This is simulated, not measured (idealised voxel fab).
Process module, titled voxel ribs on slabs
Square cells of 5 nm make up the cross-section cut, whose width is 150 nm.
If you're reading a cross-section in this doc, picture square cells in a grid; it comes to you as bands, top ones listed first down to the bottom, and a band can be one or more rows of cells. What a band's entry tells you: where the top is and where the bottom is, as heights in nm, and after that what lies inside, material by material from left to right, each with its width in nm. Empty space is written as the word "blank", and a single material marked with the word "edge to edge" occupies the band from edge to edge. Heights are reckoned from 0. Under this level, the received wafer is all of one material. The bottommost band is open-ended downward, for example "from 0 down". The two numbers in a width such as "30..40" mark its ends across the band: the first belongs to the top row of cells, the second to the bottom row, and from each row to the next the width moves by the same amount. Step note "nothing changed" = no cross-section cell changed. The label "Sealed-off cavities" introduces a list of the empty spaces, 8 cells or larger, that have no open way up to the top; each entry in it reads width x height at distance, where the distance is taken from the left edge and all three are stated in nm. On each step's line, the part that comes after the settings is the simulator's own comment on the step. On any step carrying a mask, the "overlay nm" setting, if present on the step's line, tells how far right of its planned place the mask lay; negative values point to the left.

## Process steps (planned)
| 1 | RECEIVE | material Si |
| 2 | DIRECTIONAL_DEP | material SiO2 | thk nm 30 |
| 3 | DIRECTIONAL_DEP | material polySi | thk nm 20 |
| 4 | DIRECTIONAL_DEP | material aC | thk nm 15 |
| 5 | PATTERN | tone cover | mask id RIB | material resist | width nm 30 | thk nm 30 | overlay nm 0 |
| 6 | DIRECTIONAL_ETCH | etch materials aC | depth nm 15 |
| 7 | STRIP | etch materials resist |
| 8 | DIRECTIONAL_ETCH | etch materials polySi | depth nm 15 |
| 9 | STRIP | etch materials aC |
| 10 | DIRECTIONAL_DEP | material aC | thk nm 10 |
| 11 | PATTERN | tone cover | mask id SLAB | material resist | width nm 90 | thk nm 25 | overlay nm 0 |
| 12 | DIRECTIONAL_ETCH | etch materials aC | depth nm 10 |
| 13 | STRIP | etch materials resist |
| 14 | DIRECTIONAL_ETCH | etch materials polySi | depth nm 5 |
| 15 | STRIP | etch materials aC |
| 16 | FILL_DEP | material SiO2 | thk nm 25 |
| 17 | CMP | height nm 65 |
| 18 | DIRECTIONAL_DEP | material W | thk nm 5 |
| 19 | PATTERN | tone cover | mask id HEATER | material resist | width nm 40 | thk nm 15 | overlay nm 0 |
| 20 | DIRECTIONAL_ETCH | etch materials W | depth nm 5 |
| 21 | STRIP | etch materials resist |
| 22 | CONFORMAL_DEP | material SiN | thk nm 10 |

## First wafer out of two, processed as planned

## Cross-section: wafer on arrival = after step 1
	from 0 down: Si edge to edge
	Sealed-off cavities: none

## Wafer section view after processing step 2
	from 30 to 0: SiO2 edge to edge
	At heights below 0, the structure remains unaltered.

## Wafer section view after processing step 3
	from 50 to 30: polySi edge to edge
	At heights below 30, the structure remains unaltered.

## Wafer section view after processing step 4
	from 65 to 50: aC edge to edge
	At heights below 50, the structure remains unaltered.

## Wafer section view after processing step 5
	from 95 to 65: 60 of blank  30 of resist  60 of blank
	At heights below 65, the structure remains unaltered.

## Wafer section view after processing step 6
	from 80 to 65: 60 of blank  30 of resist  60 of blank
	from 65 to 50: 60 of blank  30 of aC  60 of blank
	At heights below 50, the structure remains unaltered.

## Wafer section view after processing step 7
	from 65 to 50: 60 of blank  30 of aC  60 of blank
	At heights below 50, the structure remains unaltered.

## Wafer section view after processing step 8
	from 65 to 50: 60 of blank  30 of aC  60 of blank
	from 50 to 35: 60 of blank  30 of polySi  60 of blank
	At heights below 35, the structure remains unaltered.

## Wafer section view after processing step 9
	from 50 to 35: 60 of blank  30 of polySi  60 of blank
	At heights below 35, the structure remains unaltered.

## Wafer section view after processing step 10
	from 60 to 50: 60 of blank  30 of aC  60 of blank
	from 50 to 45: 60 of blank  30 of polySi  60 of blank
	from 45 to 35: 60 of aC  30 of polySi  60 of aC
	At heights below 35, the structure remains unaltered.

## Wafer section view after processing step 11
	from 85 to 60: 30 of blank  90 of resist  30 of blank
	from 60 to 50: 30 of blank  30 of resist  30 of aC  30 of resist  30 of blank
	from 50 to 45: 30 of blank  30 of resist  30 of polySi  30 of resist  30 of blank
	At heights below 45, the structure remains unaltered.

## Wafer section view after processing step 12
	from 75 to 60: 30 of blank  90 of resist  30 of blank
	from 60 to 50: 30 of blank  30 of resist  30 of aC  30 of resist  30 of blank
	from 50 to 45: 30 of blank  30 of resist  30 of polySi  30 of resist  30 of blank
	from 45 to 35: 30 of blank  30 of aC  30 of polySi  30 of aC  30 of blank
	At heights below 35, the structure remains unaltered.

## Wafer section view after processing step 13
	from 60 to 50: 60 of blank  30 of aC  60 of blank
	from 50 to 45: 60 of blank  30 of polySi  60 of blank
	At heights below 45, the structure remains unaltered.

## Wafer section view after processing step 14
	from 60 to 50: 60 of blank  30 of aC  60 of blank
	from 50 to 45: 60 of blank  30 of polySi  60 of blank
	from 45 to 35: 30 of blank  30 of aC  30 of polySi  30 of aC  30 of blank
	from 35 to 30: 30 of blank  90 of polySi  30 of blank
	At heights below 30, the structure remains unaltered.

## Wafer section view after processing step 15
	from 50 to 35: 60 of blank  30 of polySi  60 of blank
	At heights below 35, the structure remains unaltered.

## Wafer section view after processing step 16
	from 75 to 50: SiO2 edge to edge
	from 50 to 35: 60 of SiO2  30 of polySi  60 of SiO2
	from 35 to 30: 30 of SiO2  90 of polySi  30 of SiO2
	At heights below 30, the structure remains unaltered.

## Wafer section view after processing step 17
	from 65 to 50: SiO2 edge to edge
	At heights below 50, the structure remains unaltered.

## Wafer section view after processing step 18
	from 70 to 65: W edge to edge
	At heights below 65, the structure remains unaltered.

## Wafer section view after processing step 19
	from 85 to 70: 55 of blank  40 of resist  55 of blank
	At heights below 70, the structure remains unaltered.

## Wafer section view after processing step 20
	from 85 to 70: 55 of blank  40 of resist  55 of blank
	from 70 to 65: 55 of blank  40 of W  55 of blank
	At heights below 65, the structure remains unaltered.

## Wafer section view after processing step 21
	from 70 to 65: 55 of blank  40 of W  55 of blank
	At heights below 65, the structure remains unaltered.

## Wafer section view after processing step 22
	from 80 to 75: 45 of blank  60 of SiN  45 of blank
	from 75 to 70: SiN edge to edge
	from 70 to 65: 55 of SiN  40 of W  55 of SiN
	At heights below 65, the structure remains unaltered.

## Wafer two. Identical start, identical plan. One mistake in execution. Identical history through step 18

## Second wafer: cross-section at the scheduled end of step 19
	from 85 to 70: 55 of resist  40 of blank  55 of resist
	At heights below 70, the structure remains unaltered.

## Second wafer: cross-section at the scheduled end of step 20
	from 85 to 70: 55 of resist  40 of blank  55 of resist
	from 70 to 65: 55 of W  40 of blank  55 of W
	At heights below 65, the structure remains unaltered.

## Second wafer: cross-section at the scheduled end of step 21
	from 70 to 65: 55 of W  40 of blank  55 of W
	At heights below 65, the structure remains unaltered.

## Second wafer: cross-section at the scheduled end of step 22
	from 80 to 75: 65 of SiN  20 of blank  65 of SiN
	from 75 to 70: SiN edge to edge
	from 70 to 65: 55 of W  40 of SiN  55 of W
	At heights below 65, the structure remains unaltered.
what went wrong: step 19, actual vs plan mismatch, actual run PATTERN | tone open | mask id HEATER | material resist | width nm 40 | thk nm 15 | overlay nm 0
at the end the second wafer has, in cells: 14 more of W
